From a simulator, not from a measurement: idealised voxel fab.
voxel capacitor over wiring: a process module
FYI the section here is cut, 190 nm wide, cells are 5 nm squares.
This document writes a cross-section as a grid whose cells are square, and gives it as bands, listed from the top down; one or more rows of cells form a band.
Read a band's entry like this: the first values are the height of its top and the height of its bottom in nm, and what follows is the sequence of materials from left to right, each with its width in nm. Note that "air" is empty space, and that a single material marked "full width" reaches across the band from edge to edge.
Counting heights begins at 0, where everything beneath is, in the wafer as received, one material. The lowest band has no bottom; it goes on downwards, as "0 nm and below" shows.
You'd read "30..40" like this: the band's top row of cells is as wide as the first number, its bottom row is as wide as the second, and going down, every row changes width by the same amount as the row before did.
"no alterations made" for a step: no cell of the cross-section changed in that step.
"Trapped void list" means: voids of 8 cells or more that are shut off from the top with no open way through. Written width x height at distance, distance from the left edge, in nm.
Step line, after settings: the simulator's comment on this step.
The "overlay nm" setting may appear on a step's line; for a step that uses a mask, it gives how far to the right of its planned position the mask lay, and a negative value indicates the left.

The process steps that were planned are listed below
| 1 | RECEIVE with material Si |
| 2 | CONFORMAL_DEP with material SiO2, thk nm 10 |
| 3 | DIRECTIONAL_DEP with material TiN, thk nm 5 |
| 4 | DIRECTIONAL_DEP with material Ru, thk nm 25 |
| 5 | PATTERN with tone cover, mask id METAL_1, material resist, width nm 20, pitch nm 75, thk nm 15, overlay nm 0 |
| 6 | DIRECTIONAL_ETCH with etch materials Ru, depth nm 25 |
| 7 | DIRECTIONAL_ETCH with etch materials TiN, depth nm 5 |
| 8 | STRIP with etch materials resist |
| 9 | FILL_DEP with material SiO2, thk nm 10 |
| 10 | CMP with height nm 40 |
| 11 | CONFORMAL_DEP with material SiCN, thk nm 5 |
| 12 | DIRECTIONAL_DEP with material SiO2, thk nm 10 |
| 13 | PATTERN with tone open, mask id PLUG_1, material resist, width nm 15, thk nm 20, overlay nm 0 |
| 14 | DIRECTIONAL_ETCH with etch materials SiO2, depth nm 10 |
| 15 | DIRECTIONAL_ETCH with etch materials SiCN, depth nm 5 |
| 16 | STRIP with etch materials resist |
| 17 | EPI with material Ru, thk nm 10 |
| 18 | EPI with material Ru, thk nm 5 |
| 19 | DIRECTIONAL_DEP with material TiN, thk nm 10 |
| 20 | DIRECTIONAL_DEP with material HfO2, thk nm 5 |
| 21 | DIRECTIONAL_DEP with material TiN, thk nm 10 |
| 22 | PATTERN with tone cover, mask id UPPER_PLATE, material resist, width nm 60, thk nm 20, overlay nm 0 |
| 23 | DIRECTIONAL_ETCH with etch materials TiN, depth nm 10 |
| 24 | DIRECTIONAL_ETCH with etch materials HfO2, depth nm 5 |
| 25 | STRIP with etch materials resist |
| 26 | DIRECTIONAL_DEP with material aC, thk nm 10 |
| 27 | PATTERN with tone cover, mask id LOWER_PLATE, material resist, width nm 70, thk nm 30, overlay nm 0 |
| 28 | DIRECTIONAL_ETCH with etch materials aC, depth nm 10 |
| 29 | STRIP with etch materials resist |
| 30 | DIRECTIONAL_ETCH with etch materials TiN, depth nm 10 |
| 31 | STRIP with etch materials aC |
| 32 | FILL_DEP with material SiO2, thk nm 15 |
| 33 | CMP with height nm 90 |
| 34 | MASKED_ETCH with tone open, mask id PLUG_2, width nm 15, etch materials SiO2, depth nm 10, overlay nm 0 |
| 35 | CONFORMAL_DEP with material TiN, thk nm 5 |
| 36 | FILL_DEP with material W, thk nm 5 |
| 37 | CMP with height nm 90 |
| 38 | CONFORMAL_DEP with material SiCN, thk nm 5 |

Account of the first of two wafers, which was processed as intended

Delivered wafer in cross-section: state after step 1
    0 nm and below | Si full width
    Trapped void list: none

Cross-section: wafer state after step 2
    10 nm to 0 nm | SiO2 full width
    At heights below 0, the structure remains unaltered.

Cross-section: wafer state after step 3
    15 nm to 10 nm | TiN full width
    At heights below 10, the structure remains unaltered.

Cross-section: wafer state after step 4
    40 nm to 15 nm | Ru full width
    At heights below 15, the structure remains unaltered.

Cross-section: wafer state after step 5
    55 nm to 40 nm | 45 of air / 20 of resist / 55 of air / 20 of resist / 50 of air
    At heights below 40, the structure remains unaltered.

Cross-section: wafer state after step 6
    55 nm to 40 nm | 45 of air / 20 of resist / 55 of air / 20 of resist / 50 of air
    40 nm to 15 nm | 45 of air / 20 of Ru / 55 of air / 20 of Ru / 50 of air
    At heights below 15, the structure remains unaltered.

Cross-section: wafer state after step 7
    55 nm to 40 nm | 45 of air / 20 of resist / 55 of air / 20 of resist / 50 of air
    40 nm to 15 nm | 45 of air / 20 of Ru / 55 of air / 20 of Ru / 50 of air
    15 nm to 10 nm | 45 of air / 20 of TiN / 55 of air / 20 of TiN / 50 of air
    At heights below 10, the structure remains unaltered.

Cross-section: wafer state after step 8
    40 nm to 15 nm | 45 of air / 20 of Ru / 55 of air / 20 of Ru / 50 of air
    At heights below 15, the structure remains unaltered.

Cross-section: wafer state after step 9
    50 nm to 40 nm | SiO2 full width
    40 nm to 15 nm | 45 of SiO2 / 20 of Ru / 55 of SiO2 / 20 of Ru / 50 of SiO2
    15 nm to 10 nm | 45 of SiO2 / 20 of TiN / 55 of SiO2 / 20 of TiN / 50 of SiO2
    At heights below 10, the structure remains unaltered.

Cross-section: wafer state after step 10
    40 nm to 15 nm | 45 of SiO2 / 20 of Ru / 55 of SiO2 / 20 of Ru / 50 of SiO2
    At heights below 15, the structure remains unaltered.

Cross-section: wafer state after step 11
    45 nm to 40 nm | SiCN full width
    At heights below 40, the structure remains unaltered.

Cross-section: wafer state after step 12
    55 nm to 45 nm | SiO2 full width
    At heights below 45, the structure remains unaltered.

Cross-section: wafer state after step 13
    75 nm to 55 nm | 50 of resist / 15 of air / 125 of resist
    At heights below 55, the structure remains unaltered.

Cross-section: wafer state after step 14
    75 nm to 55 nm | 50 of resist / 15 of air / 125 of resist
    55 nm to 45 nm | 50 of SiO2 / 15 of air / 125 of SiO2
    At heights below 45, the structure remains unaltered.

Cross-section: wafer state after step 15
    75 nm to 55 nm | 50 of resist / 15 of air / 125 of resist
    55 nm to 45 nm | 50 of SiO2 / 15 of air / 125 of SiO2
    45 nm to 40 nm | 50 of SiCN / 15 of air / 125 of SiCN
    At heights below 40, the structure remains unaltered.

Cross-section: wafer state after step 16
    55 nm to 45 nm | 50 of SiO2 / 15 of air / 125 of SiO2
    At heights below 45, the structure remains unaltered.

Cross-section: wafer state after step 17
    55 nm to 50 nm | 50 of SiO2 / 15 of air / 125 of SiO2
    50 nm to 45 nm | 50 of SiO2 / 15 of Ru / 125 of SiO2
    45 nm to 40 nm | 50 of SiCN / 15 of Ru / 125 of SiCN
    At heights below 40, the structure remains unaltered.

Cross-section: wafer state after step 18
    55 nm to 45 nm | 50 of SiO2 / 15 of Ru / 125 of SiO2
    At heights below 45, the structure remains unaltered.

Cross-section: wafer state after step 19
    65 nm to 55 nm | TiN full width
    At heights below 55, the structure remains unaltered.

Cross-section: wafer state after step 20
    70 nm to 65 nm | HfO2 full width
    At heights below 65, the structure remains unaltered.

Cross-section: wafer state after step 21
    80 nm to 70 nm | TiN full width
    At heights below 70, the structure remains unaltered.

Cross-section: wafer state after step 22
    100 nm to 80 nm | 50 of air / 60 of resist / 80 of air
    At heights below 80, the structure remains unaltered.

Cross-section: wafer state after step 23
    100 nm to 80 nm | 50 of air / 60 of resist / 80 of air
    80 nm to 70 nm | 50 of air / 60 of TiN / 80 of air
    At heights below 70, the structure remains unaltered.

Cross-section: wafer state after step 24
    100 nm to 80 nm | 50 of air / 60 of resist / 80 of air
    80 nm to 70 nm | 50 of air / 60 of TiN / 80 of air
    70 nm to 65 nm | 50 of air / 60 of HfO2 / 80 of air
    At heights below 65, the structure remains unaltered.

Cross-section: wafer state after step 25
    80 nm to 70 nm | 50 of air / 60 of TiN / 80 of air
    At heights below 70, the structure remains unaltered.

Cross-section: wafer state after step 26
    90 nm to 80 nm | 50 of air / 60 of aC / 80 of air
    80 nm to 75 nm | 50 of air / 60 of TiN / 80 of air
    75 nm to 70 nm | 50 of aC / 60 of TiN / 80 of aC
    70 nm to 65 nm | 50 of aC / 60 of HfO2 / 80 of aC
    At heights below 65, the structure remains unaltered.

Cross-section: wafer state after step 27
    120 nm to 90 nm | 45 of air / 70 of resist / 75 of air
    90 nm to 80 nm | 45 of air / 5 of resist / 60 of aC / 5 of resist / 75 of air
    80 nm to 75 nm | 45 of air / 5 of resist / 60 of TiN / 5 of resist / 75 of air
    At heights below 75, the structure remains unaltered.

Cross-section: wafer state after step 28
    110 nm to 90 nm | 45 of air / 70 of resist / 75 of air
    90 nm to 80 nm | 45 of air / 5 of resist / 60 of aC / 5 of resist / 75 of air
    80 nm to 75 nm | 45 of air / 5 of resist / 60 of TiN / 5 of resist / 75 of air
    75 nm to 70 nm | 45 of air / 5 of aC / 60 of TiN / 5 of aC / 75 of air
    70 nm to 65 nm | 45 of air / 5 of aC / 60 of HfO2 / 5 of aC / 75 of air
    At heights below 65, the structure remains unaltered.

Cross-section: wafer state after step 29
    90 nm to 80 nm | 50 of air / 60 of aC / 80 of air
    80 nm to 75 nm | 50 of air / 60 of TiN / 80 of air
    At heights below 75, the structure remains unaltered.

Cross-section: wafer state after step 30
    90 nm to 80 nm | 50 of air / 60 of aC / 80 of air
    80 nm to 75 nm | 50 of air / 60 of TiN / 80 of air
    75 nm to 70 nm | 45 of air / 5 of aC / 60 of TiN / 5 of aC / 75 of air
    70 nm to 65 nm | 45 of air / 5 of aC / 60 of HfO2 / 5 of aC / 75 of air
    65 nm to 55 nm | 45 of air / 70 of TiN / 75 of air
    At heights below 55, the structure remains unaltered.

Cross-section: wafer state after step 31
    80 nm to 70 nm | 50 of air / 60 of TiN / 80 of air
    70 nm to 65 nm | 50 of air / 60 of HfO2 / 80 of air
    At heights below 65, the structure remains unaltered.

Cross-section: wafer state after step 32
    95 nm to 80 nm | SiO2 full width
    80 nm to 70 nm | 50 of SiO2 / 60 of TiN / 80 of SiO2
    70 nm to 65 nm | 50 of SiO2 / 60 of HfO2 / 80 of SiO2
    65 nm to 55 nm | 45 of SiO2 / 70 of TiN / 75 of SiO2
    At heights below 55, the structure remains unaltered.

Cross-section: wafer state after step 33
    90 nm to 80 nm | SiO2 full width
    At heights below 80, the structure remains unaltered.

Cross-section: wafer state after step 34
    90 nm to 80 nm | 60 of SiO2 / 15 of air / 115 of SiO2
    At heights below 80, the structure remains unaltered.

Cross-section: wafer state after step 35
    95 nm to 90 nm | 65 of TiN / 5 of air / 120 of TiN
    90 nm to 85 nm | 60 of SiO2 / 5 of TiN / 5 of air / 5 of TiN / 115 of SiO2
    85 nm to 80 nm | 60 of SiO2 / 15 of TiN / 115 of SiO2
    At heights below 80, the structure remains unaltered.

Cross-section: wafer state after step 36
    100 nm to 95 nm | W full width
    95 nm to 90 nm | 65 of TiN / 5 of W / 120 of TiN
    90 nm to 85 nm | 60 of SiO2 / 5 of TiN / 5 of W / 5 of TiN / 115 of SiO2
    At heights below 85, the structure remains unaltered.

Cross-section: wafer state after step 37
    90 nm to 85 nm | 60 of SiO2 / 5 of TiN / 5 of W / 5 of TiN / 115 of SiO2
    At heights below 85, the structure remains unaltered.

Cross-section: wafer state after step 38
    95 nm to 90 nm | SiCN full width
    At heights below 90, the structure remains unaltered.

Second Wafer (Identical Start and Plan, One Processing Error; Matches First Wafer Through Step 10)

X-section, second wafer, when step 11 was due to finish
    45 nm to 40 nm | SiO2 full width
    At heights below 40, the structure remains unaltered.

X-section, second wafer, when step 12 was due to finish
    55 nm to 40 nm | SiO2 full width
    At heights below 40, the structure remains unaltered.

X-section, second wafer, when step 13 was due to finish
    75 nm to 55 nm | 50 of resist / 15 of air / 125 of resist
    At heights below 55, the structure remains unaltered.

X-section, second wafer, when step 14 was due to finish
    75 nm to 55 nm | 50 of resist / 15 of air / 125 of resist
    55 nm to 45 nm | 50 of SiO2 / 15 of air / 125 of SiO2
    At heights below 45, the structure remains unaltered.

X-section, second wafer, when step 15 was due to finish: no alterations made

X-section, second wafer, when step 16 was due to finish
    55 nm to 45 nm | 50 of SiO2 / 15 of air / 125 of SiO2
    At heights below 45, the structure remains unaltered.

X-section, second wafer, when step 17 was due to finish: no alterations made

X-section, second wafer, when step 18 was due to finish: no alterations made

X-section, second wafer, when step 19 was due to finish
    65 nm to 55 nm | 50 of TiN / 15 of air / 125 of TiN
    55 nm to 45 nm | 50 of SiO2 / 15 of TiN / 125 of SiO2
    At heights below 45, the structure remains unaltered.

X-section, second wafer, when step 20 was due to finish
    70 nm to 65 nm | 50 of HfO2 / 15 of air / 125 of HfO2
    65 nm to 60 nm | 50 of TiN / 15 of air / 125 of TiN
    60 nm to 55 nm | 50 of TiN / 15 of HfO2 / 125 of TiN
    At heights below 55, the structure remains unaltered.

X-section, second wafer, when step 21 was due to finish
    80 nm to 70 nm | 50 of TiN / 15 of air / 125 of TiN
    70 nm to 65 nm | 50 of HfO2 / 15 of TiN / 125 of HfO2
    65 nm to 60 nm | TiN full width
    At heights below 60, the structure remains unaltered.

X-section, second wafer, when step 22 was due to finish
    100 nm to 80 nm | 50 of air / 60 of resist / 80 of air
    80 nm to 70 nm | 50 of TiN / 15 of resist / 125 of TiN
    At heights below 70, the structure remains unaltered.

X-section, second wafer, when step 23 was due to finish
    100 nm to 80 nm | 50 of air / 60 of resist / 80 of air
    80 nm to 70 nm | 50 of air / 15 of resist / 45 of TiN / 80 of air
    At heights below 70, the structure remains unaltered.

X-section, second wafer, when step 24 was due to finish
    100 nm to 80 nm | 50 of air / 60 of resist / 80 of air
    80 nm to 70 nm | 50 of air / 15 of resist / 45 of TiN / 80 of air
    70 nm to 65 nm | 50 of air / 15 of TiN / 45 of HfO2 / 80 of air
    At heights below 65, the structure remains unaltered.

X-section, second wafer, when step 25 was due to finish
    80 nm to 70 nm | 65 of air / 45 of TiN / 80 of air
    At heights below 70, the structure remains unaltered.

X-section, second wafer, when step 26 was due to finish
    90 nm to 80 nm | 65 of air / 45 of aC / 80 of air
    80 nm to 75 nm | 50 of air / 15 of aC / 45 of TiN / 80 of air
    75 nm to 70 nm | 65 of aC / 45 of TiN / 80 of aC
    70 nm to 65 nm | 50 of aC / 15 of TiN / 45 of HfO2 / 80 of aC
    At heights below 65, the structure remains unaltered.

X-section, second wafer, when step 27 was due to finish
    120 nm to 90 nm | 45 of air / 70 of resist / 75 of air
    90 nm to 80 nm | 45 of air / 20 of resist / 45 of aC / 5 of resist / 75 of air
    80 nm to 75 nm | 45 of air / 5 of resist / 15 of aC / 45 of TiN / 5 of resist / 75 of air
    At heights below 75, the structure remains unaltered.

X-section, second wafer, when step 28 was due to finish
    110 nm to 90 nm | 45 of air / 70 of resist / 75 of air
    90 nm to 80 nm | 45 of air / 20 of resist / 45 of aC / 5 of resist / 75 of air
    80 nm to 75 nm | 45 of air / 5 of resist / 15 of aC / 45 of TiN / 5 of resist / 75 of air
    75 nm to 70 nm | 45 of air / 20 of aC / 45 of TiN / 5 of aC / 75 of air
    70 nm to 65 nm | 45 of air / 5 of aC / 15 of TiN / 45 of HfO2 / 5 of aC / 75 of air
    At heights below 65, the structure remains unaltered.

X-section, second wafer, when step 29 was due to finish
    90 nm to 80 nm | 65 of air / 45 of aC / 80 of air
    80 nm to 75 nm | 50 of air / 15 of aC / 45 of TiN / 80 of air
    At heights below 75, the structure remains unaltered.

X-section, second wafer, when step 30 was due to finish
    90 nm to 80 nm | 65 of air / 45 of aC / 80 of air
    80 nm to 75 nm | 50 of air / 15 of aC / 45 of TiN / 80 of air
    75 nm to 70 nm | 45 of air / 20 of aC / 45 of TiN / 5 of aC / 75 of air
    70 nm to 65 nm | 45 of air / 5 of aC / 15 of TiN / 45 of HfO2 / 5 of aC / 75 of air
    65 nm to 60 nm | 45 of air / 70 of TiN / 75 of air
    60 nm to 55 nm | 45 of air / 5 of TiN / 15 of HfO2 / 50 of TiN / 75 of air
    At heights below 55, the structure remains unaltered.

X-section, second wafer, when step 31 was due to finish
    80 nm to 70 nm | 65 of air / 45 of TiN / 80 of air
    70 nm to 65 nm | 50 of air / 15 of TiN / 45 of HfO2 / 80 of air
    At heights below 65, the structure remains unaltered.

X-section, second wafer, when step 32 was due to finish
    95 nm to 80 nm | SiO2 full width
    80 nm to 70 nm | 65 of SiO2 / 45 of TiN / 80 of SiO2
    70 nm to 65 nm | 50 of SiO2 / 15 of TiN / 45 of HfO2 / 80 of SiO2
    65 nm to 60 nm | 45 of SiO2 / 70 of TiN / 75 of SiO2
    60 nm to 55 nm | 45 of SiO2 / 5 of TiN / 15 of HfO2 / 50 of TiN / 75 of SiO2
    At heights below 55, the structure remains unaltered.

X-section, second wafer, when step 33 was due to finish
    90 nm to 80 nm | SiO2 full width
    At heights below 80, the structure remains unaltered.

X-section, second wafer, when step 34 was due to finish
    90 nm to 80 nm | 60 of SiO2 / 15 of air / 115 of SiO2
    At heights below 80, the structure remains unaltered.

X-section, second wafer, when step 35 was due to finish
    95 nm to 90 nm | 65 of TiN / 5 of air / 120 of TiN
    90 nm to 85 nm | 60 of SiO2 / 5 of TiN / 5 of air / 5 of TiN / 115 of SiO2
    85 nm to 80 nm | 60 of SiO2 / 15 of TiN / 115 of SiO2
    At heights below 80, the structure remains unaltered.

X-section, second wafer, when step 36 was due to finish
    100 nm to 95 nm | W full width
    95 nm to 90 nm | 65 of TiN / 5 of W / 120 of TiN
    90 nm to 85 nm | 60 of SiO2 / 5 of TiN / 5 of W / 5 of TiN / 115 of SiO2
    At heights below 85, the structure remains unaltered.

X-section, second wafer, when step 37 was due to finish
    90 nm to 85 nm | 60 of SiO2 / 5 of TiN / 5 of W / 5 of TiN / 115 of SiO2
    At heights below 85, the structure remains unaltered.

X-section, second wafer, when step 38 was due to finish
    95 nm to 90 nm | SiCN full width
    At heights below 90, the structure remains unaltered.
Heads up, the wafer didn't run the way we planned it: step 11 went in with a setting other than planned; the actual run was CONFORMAL_DEP with material SiO2, thk nm 5
FYI, end of process, the second wafer has more or fewer cells of some materials than the first: Ru: 9 fewer, SiCN: 35 fewer, SiO2: 44 more
